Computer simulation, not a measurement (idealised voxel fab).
process module | voxel wiring stack
cross-section cut | 230 nm wide | cells 5 nm
A cross-section is a grid of square cells, given in bands from the top down. A band is one or more rows of cells.
Each band's line starts with the height of the band's top and of its bottom, in nm. Then come its materials from left to right, each with its width in nm. One material with "throughout" fills the band from edge to edge. "air" is empty space.
Height 0 is the level under which the wafer as received is all one material. The lowest band goes on downwards, as in "0 down".
A width such as "30 to 40" changes by the same amount from each row of cells to the next, from the band's top row to its bottom row.
"no change" after a step means that no cell of the cross-section changed.
closed voids: empty space of 8 cells or more with no open way to the top, each as width x height at its distance from the left edge, in nm
after a step's settings: what the simulator itself notes on the step
overlay nm, on a step with a mask: how far to the right of its planned place the mask lay; to the left if negative
plan
1 op RECEIVE | material Si
2 op CONFORMAL_DEP | material SiO2 | thk nm 10
3 op CONFORMAL_DEP | material SiCN | thk nm 5
4 op DIRECTIONAL_DEP | material lowk | thk nm 25
5 op DIRECTIONAL_DEP | material aC | thk nm 10
6 op PATTERN | tone open | mask id METAL_1 | material resist | width nm 30 | pitch nm 45 | thk nm 25 | overlay nm 0
7 op DIRECTIONAL_ETCH | etch materials aC | depth nm 10
8 op STRIP | etch materials resist
9 op DIRECTIONAL_ETCH | etch materials lowk | depth nm 25
10 op DIRECTIONAL_ETCH | etch materials SiCN | depth nm 5
11 op STRIP | etch materials aC
12 op CONFORMAL_DEP | material TiN | thk nm 5
13 op FILL_DEP | material Cu | thk nm 5
14 op CMP | height nm 40
15 op CONFORMAL_DEP | material SiCN | thk nm 5
16 op DIRECTIONAL_DEP | material SiO2 | thk nm 30
17 op MASKED_ETCH | tone open | mask id METAL_2 | width nm 30 | pitch nm 45 | etch materials SiO2 | depth nm 20 | overlay nm -15
18 op DIRECTIONAL_DEP | material aC | thk nm 15
19 op PATTERN | tone open | mask id METAL_2_HOLES | material resist | width nm 15 | pitch nm 45 | thk nm 30 | overlay nm 0
20 op DIRECTIONAL_ETCH | etch materials aC | depth nm 15
21 op STRIP | etch materials resist
22 op DIRECTIONAL_ETCH | etch materials SiO2 | depth nm 10
23 op DIRECTIONAL_ETCH | etch materials SiCN | depth nm 5
24 op STRIP | etch materials aC
25 op CONFORMAL_DEP | material TiN | thk nm 5
26 op FILL_DEP | material Cu | thk nm 10
27 op CMP | height nm 75
28 op CONFORMAL_DEP | material SiCN | thk nm 5
29 op DIRECTIONAL_DEP | material lowk | thk nm 30
30 op MASKED_ETCH | tone open | mask id METAL_3 | width nm 30 | pitch nm 45 | etch materials lowk | depth nm 20 | overlay nm 0
31 op DIRECTIONAL_DEP | material aC | thk nm 15
32 op PATTERN | tone open | mask id METAL_3_HOLES | material resist | width nm 15 | pitch nm 45 | thk nm 30 | overlay nm 0
33 op DIRECTIONAL_ETCH | etch materials aC | depth nm 15
34 op STRIP | etch materials resist
35 op DIRECTIONAL_ETCH | etch materials lowk | depth nm 10
36 op DIRECTIONAL_ETCH | etch materials SiCN | depth nm 5
37 op STRIP | etch materials aC
38 op CONFORMAL_DEP | material TiN | thk nm 5
39 op FILL_DEP | material Ru | thk nm 5
40 op CMP | height nm 110
41 op CONFORMAL_DEP | material SiCN | thk nm 5
varied across the wafers: overlay nm of step 17. The plan shows the first wafer's value. All wafers start alike
first wafer as received, after step 1
  0 down: Si throughout
  closed voids: none
each wafer at the end: cells of each material gained (+) or lost (-) since it was received, then its closed voids
overlay nm -15 | +140 Cu | +60 Ru | +136 SiCN | +248 SiO2 | +208 TiN | +266 lowk | closed voids: none
overlay nm -10 | +140 Cu | +60 Ru | +136 SiCN | +248 SiO2 | +208 TiN | +266 lowk | closed voids: none
overlay nm -5 | +140 Cu | +60 Ru | +136 SiCN | +248 SiO2 | +208 TiN | +266 lowk | closed voids: none
overlay nm 0 | +140 Cu | +60 Ru | +136 SiCN | +248 SiO2 | +208 TiN | +266 lowk | closed voids: none
overlay nm 5 | +132 Cu | +60 Ru | +140 SiCN | +248 SiO2 | +212 TiN | +266 lowk | closed voids: none
overlay nm 10 | +136 Cu | +60 Ru | +144 SiCN | +248 SiO2 | +204 TiN | +266 lowk | closed voids: none
overlay nm 15 | +146 Cu | +60 Ru | +148 SiCN | +248 SiO2 | +190 TiN | +266 lowk | closed voids: none
